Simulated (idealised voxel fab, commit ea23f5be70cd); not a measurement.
process module | voxel double patterning
cross-section cut | 160 nm wide | cells 5 nm
A cross-section is a grid of square cells, given in bands from the top down. A band is one or more rows of cells.
Each band's line starts with the height of the band's top and of its bottom, in nm. Then come its materials from left to right, each with its width in nm. One material with "throughout" fills the band from edge to edge. "air" is empty space.
Height 0 is the level under which the wafer as received is all one material. The lowest band goes on downwards, as in "0 down".
A width such as "30 to 40" changes by the same amount from each row of cells to the next, from the band's top row to its bottom row.
"no change" after a step means that no cell of the cross-section changed.
closed voids: empty space of 8 cells or more with no open way to the top, each as width x height at its distance from the left edge, in nm
after a step's settings: what the simulator itself notes on the step
overlay nm, on a step with a mask: how far to the right of its planned place the mask lay; to the left if negative
plan
1 op RECEIVE | material Si
2 op CONFORMAL_DEP | material SiO2 | thk nm 10
3 op DIRECTIONAL_DEP | material polySi | thk nm 15
4 op DIRECTIONAL_DEP | material SiCN | thk nm 10
5 op MASKED_ETCH | tone open | mask id FIRST | width nm 15 | pitch nm 50 | etch materials SiCN | depth nm 10 | overlay nm 0
6 op DIRECTIONAL_DEP | material aC | thk nm 10
7 op PATTERN | tone open | mask id SECOND | material resist | width nm 15 | pitch nm 50 | thk nm 25 | overlay nm 0
8 op DIRECTIONAL_ETCH | etch materials aC | depth nm 10
9 op STRIP | etch materials resist
10 op DIRECTIONAL_ETCH | etch materials SiCN | depth nm 10
11 op STRIP | etch materials aC
12 op DIRECTIONAL_ETCH | etch materials polySi | depth nm 15
13 op STRIP | etch materials SiCN
first wafer, as planned
as received, after step 1
  0 down: Si throughout
  closed voids: none
after step 2
  10 to 0: SiO2 throughout
  below 0: unchanged
after step 3
  25 to 10: polySi throughout
  below 10: unchanged
after step 4
  35 to 25: SiCN throughout
  below 25: unchanged
after step 5
  35 to 25: SiCN 20 | air 15 | SiCN 35 | air 15 | SiCN 35 | air 15 | SiCN 25
  below 25: unchanged
after step 6
  45 to 35: aC 20 | air 15 | aC 35 | air 15 | aC 35 | air 15 | aC 25
  35 to 25: SiCN 20 | aC 15 | SiCN 35 | aC 15 | SiCN 35 | aC 15 | SiCN 25
  below 25: unchanged
after step 7
  70 to 45: resist 45 | air 15 | resist 35 | air 15 | resist 50
  45 to 35: aC 20 | resist 15 | aC 35 | resist 15 | aC 35 | resist 15 | aC 25
  below 35: unchanged
after step 8
  60 to 45: resist 45 | air 15 | resist 35 | air 15 | resist 50
  45 to 35: aC 20 | resist 15 | aC 10 | air 15 | aC 10 | resist 15 | aC 10 | air 15 | aC 10 | resist 15 | aC 25
  below 35: unchanged
after step 9
  45 to 35: aC 20 | air 15 | aC 10 | air 15 | aC 10 | air 15 | aC 10 | air 15 | aC 10 | air 15 | aC 25
  below 35: unchanged
after step 10
  45 to 35: aC 20 | air 15 | aC 10 | air 15 | aC 10 | air 15 | aC 10 | air 15 | aC 10 | air 15 | aC 25
  35 to 25: SiCN 20 | aC 15 | SiCN 10 | air 15 | SiCN 10 | aC 15 | SiCN 10 | air 15 | SiCN 10 | aC 15 | SiCN 25
  below 25: unchanged
after step 11
  35 to 25: SiCN 20 | air 15 | SiCN 10 | air 15 | SiCN 10 | air 15 | SiCN 10 | air 15 | SiCN 10 | air 15 | SiCN 25
  below 25: unchanged
after step 12
  35 to 25: SiCN 20 | air 15 | SiCN 10 | air 15 | SiCN 10 | air 15 | SiCN 10 | air 15 | SiCN 10 | air 15 | SiCN 25
  25 to 10: polySi 20 | air 15 | polySi 10 | air 15 | polySi 10 | air 15 | polySi 10 | air 15 | polySi 10 | air 15 | polySi 25
  below 10: unchanged
after step 13
  25 to 10: polySi 20 | air 15 | polySi 10 | air 15 | polySi 10 | air 15 | polySi 10 | air 15 | polySi 10 | air 15 | polySi 25
  below 10: unchanged
second wafer: like start, like plan, one mistake. Through step 1 it matches the first wafer
when step 2 should have ended: no change
when step 3 should have ended
  15 to 0: polySi throughout
  below 0: unchanged
when step 4 should have ended
  25 to 15: SiCN throughout
  below 15: unchanged
when step 5 should have ended
  25 to 15: SiCN 20 | air 15 | SiCN 35 | air 15 | SiCN 35 | air 15 | SiCN 25
  below 15: unchanged
when step 6 should have ended
  35 to 25: aC 20 | air 15 | aC 35 | air 15 | aC 35 | air 15 | aC 25
  25 to 15: SiCN 20 | aC 15 | SiCN 35 | aC 15 | SiCN 35 | aC 15 | SiCN 25
  below 15: unchanged
when step 7 should have ended
  60 to 35: resist 45 | air 15 | resist 35 | air 15 | resist 50
  35 to 25: aC 20 | resist 15 | aC 35 | resist 15 | aC 35 | resist 15 | aC 25
  below 25: unchanged
when step 8 should have ended
  50 to 35: resist 45 | air 15 | resist 35 | air 15 | resist 50
  35 to 25: aC 20 | resist 15 | aC 10 | air 15 | aC 10 | resist 15 | aC 10 | air 15 | aC 10 | resist 15 | aC 25
  below 25: unchanged
when step 9 should have ended
  35 to 25: aC 20 | air 15 | aC 10 | air 15 | aC 10 | air 15 | aC 10 | air 15 | aC 10 | air 15 | aC 25
  below 25: unchanged
when step 10 should have ended
  35 to 25: aC 20 | air 15 | aC 10 | air 15 | aC 10 | air 15 | aC 10 | air 15 | aC 10 | air 15 | aC 25
  25 to 15: SiCN 20 | aC 15 | SiCN 10 | air 15 | SiCN 10 | aC 15 | SiCN 10 | air 15 | SiCN 10 | aC 15 | SiCN 25
  below 15: unchanged
when step 11 should have ended
  25 to 15: SiCN 20 | air 15 | SiCN 10 | air 15 | SiCN 10 | air 15 | SiCN 10 | air 15 | SiCN 10 | air 15 | SiCN 25
  below 15: unchanged
when step 12 should have ended
  25 to 15: SiCN 20 | air 15 | SiCN 10 | air 15 | SiCN 10 | air 15 | SiCN 10 | air 15 | SiCN 10 | air 15 | SiCN 25
  15 to 0: polySi 20 | air 15 | polySi 10 | air 15 | polySi 10 | air 15 | polySi 10 | air 15 | polySi 10 | air 15 | polySi 25
  below 0: unchanged
when step 13 should have ended
  15 to 0: polySi 20 | air 15 | polySi 10 | air 15 | polySi 10 | air 15 | polySi 10 | air 15 | polySi 10 | air 15 | polySi 25
  below 0: unchanged
what went wrong: step 2 was left out
at the end the second wafer has, in cells: 64 fewer of SiO2
